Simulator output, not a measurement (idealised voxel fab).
The document below concerns the process module designated voxel capacitor over wiring.
The cross-section on display is named cut; it measures 230 nm wide, and its cells are 5 nm squares.
This document writes a cross-section as a grid whose cells are square, and gives it as bands, listed from the top down; one or more rows of cells form a band. Band: top and bottom heights (nm) first, top before bottom; then materials from left to right, widths in nm. "edge to edge" marks a sole material filling the band edge to edge. "empty" denotes empty space. Below 0: as-received wafer, all one material; heights counted from there. Lowest band: no bottom, goes on down, written "0 nm and below". The width entry "30 to 40" should be interpreted row by row: the top row of cells in the band takes the first number, the bottom row takes the second number, and the change between adjacent rows is uniform throughout. Any step labelled "changes: none" changed none of the cells in the cross-section. In "Closed internal cavities" the enclosed voids are listed, meaning empty spaces of 8 cells or larger without any opening to the top. The form is width x height at distance, distance from the left edge, units nm. Past the settings on a step's line: simulator remark, on that step. Each step line may optionally specify "overlay nm", which for a step with a mask gives the rightward distance between the mask's planned place and where it lay, a negative value indicating the leftward direction.
The planned process steps are enumerated hereunder
1: RECEIVE [material Si]
2: CONFORMAL_DEP [material SiO2] [thk nm 10]
3: CONFORMAL_DEP [material SiCN] [thk nm 5]
4: DIRECTIONAL_DEP [material SiO2] [thk nm 20]
5: DIRECTIONAL_DEP [material aC] [thk nm 15]
6: PATTERN [tone open] [mask id METAL_1] [material resist] [width nm 30] [pitch nm 95] [thk nm 35] [overlay nm 0]
7: DIRECTIONAL_ETCH [etch materials aC] [depth nm 15]
8: STRIP [etch materials resist]
9: DIRECTIONAL_ETCH [etch materials SiO2] [depth nm 20]
10: DIRECTIONAL_ETCH [etch materials SiCN] [depth nm 5]
11: STRIP [etch materials aC]
12: CONFORMAL_DEP [material TiN] [thk nm 5]
13: FILL_DEP [material Ru] [thk nm 5]
14: CMP [height nm 35]
15: CONFORMAL_DEP [material SiCN] [thk nm 5]
16: DIRECTIONAL_DEP [material lowk] [thk nm 15]
17: DIRECTIONAL_DEP [material aC] [thk nm 10]
18: PATTERN [tone open] [mask id PLUG_1] [material resist] [width nm 15] [thk nm 30] [overlay nm 0]
19: DIRECTIONAL_ETCH [etch materials aC] [depth nm 10]
20: STRIP [etch materials resist]
21: DIRECTIONAL_ETCH [etch materials lowk] [depth nm 15]
22: DIRECTIONAL_ETCH [etch materials SiCN] [depth nm 5]
23: STRIP [etch materials aC]
24: EPI [material Ru] [thk nm 10]
25: EPI [material Ru] [thk nm 10]
26: DIRECTIONAL_DEP [material TiN] [thk nm 10]
27: DIRECTIONAL_DEP [material SiN] [thk nm 5]
28: DIRECTIONAL_DEP [material TiN] [thk nm 10]
29: MASKED_ETCH [tone cover] [mask id UPPER_PLATE] [width nm 70] [etch materials TiN] [depth nm 10] [overlay nm 0]
30: MASKED_ETCH [tone cover] [mask id UPPER_PLATE] [width nm 70] [etch materials SiN] [depth nm 5] [overlay nm 0]
31: DIRECTIONAL_DEP [material aC] [thk nm 10]
32: PATTERN [tone cover] [mask id LOWER_PLATE] [material resist] [width nm 80] [thk nm 25] [overlay nm 0]
33: DIRECTIONAL_ETCH [etch materials aC] [depth nm 10]
34: STRIP [etch materials resist]
35: DIRECTIONAL_ETCH [etch materials TiN] [depth nm 10]
36: STRIP [etch materials aC]
37: FILL_DEP [material SiO2] [thk nm 15]
38: CMP [height nm 90]
39: DIRECTIONAL_DEP [material aC] [thk nm 15]
40: PATTERN [tone open] [mask id PLUG_2] [material resist] [width nm 15] [thk nm 35] [overlay nm 0]
41: DIRECTIONAL_ETCH [etch materials aC] [depth nm 15]
42: STRIP [etch materials resist]
43: DIRECTIONAL_ETCH [etch materials SiO2] [depth nm 10]
44: STRIP [etch materials aC]
45: CONFORMAL_DEP [material TiN] [thk nm 5]
46: FILL_DEP [material W] [thk nm 5]
47: CMP [height nm 90]
48: CONFORMAL_DEP [material SiN] [thk nm 5]
Wafer at receipt (post step 1), cross-section
    0 nm and below | Si edge to edge
    Closed internal cavities: none
Figure: cross-sectional view of the wafer upon completion of the module, processed from the initial state and according to the plan depicted above, with one error introduced during execution
    95 nm to 90 nm | SiN edge to edge
    90 nm to 85 nm | SiO2 75 nm  TiN 5 nm  W 5 nm  TiN 5 nm  SiO2 140 nm
    85 nm to 80 nm | SiO2 75 nm  TiN 15 nm  SiO2 140 nm
    80 nm to 70 nm | SiO2 65 nm  TiN 70 nm  SiO2 95 nm
    70 nm to 65 nm | SiO2 65 nm  SiN 70 nm  SiO2 95 nm
    65 nm to 55 nm | SiO2 55 nm  TiN 90 nm  SiO2 85 nm
    55 nm to 40 nm | lowk 65 nm  Ru 15 nm  lowk 150 nm
    40 nm to 35 nm | SiCN 65 nm  Ru 15 nm  SiCN 150 nm
    35 nm to 15 nm | SiO2 50 nm  TiN 5 nm  Ru 20 nm  TiN 5 nm  SiO2 65 nm  TiN 5 nm  Ru 20 nm  TiN 5 nm  SiO2 55 nm
    15 nm to 10 nm | SiCN 50 nm  TiN 30 nm  SiCN 65 nm  TiN 30 nm  SiCN 55 nm
    10 nm to 0 nm | SiO2 edge to edge
    0 nm and below | Si edge to edge
    Closed internal cavities: none
In executing the process, a mistake was made relative to the plan: not per plan at step 32, really ran PATTERN [tone cover] [mask id LOWER_PLATE] [material resist] [width nm 90] [thk nm 25] [overlay nm 0]
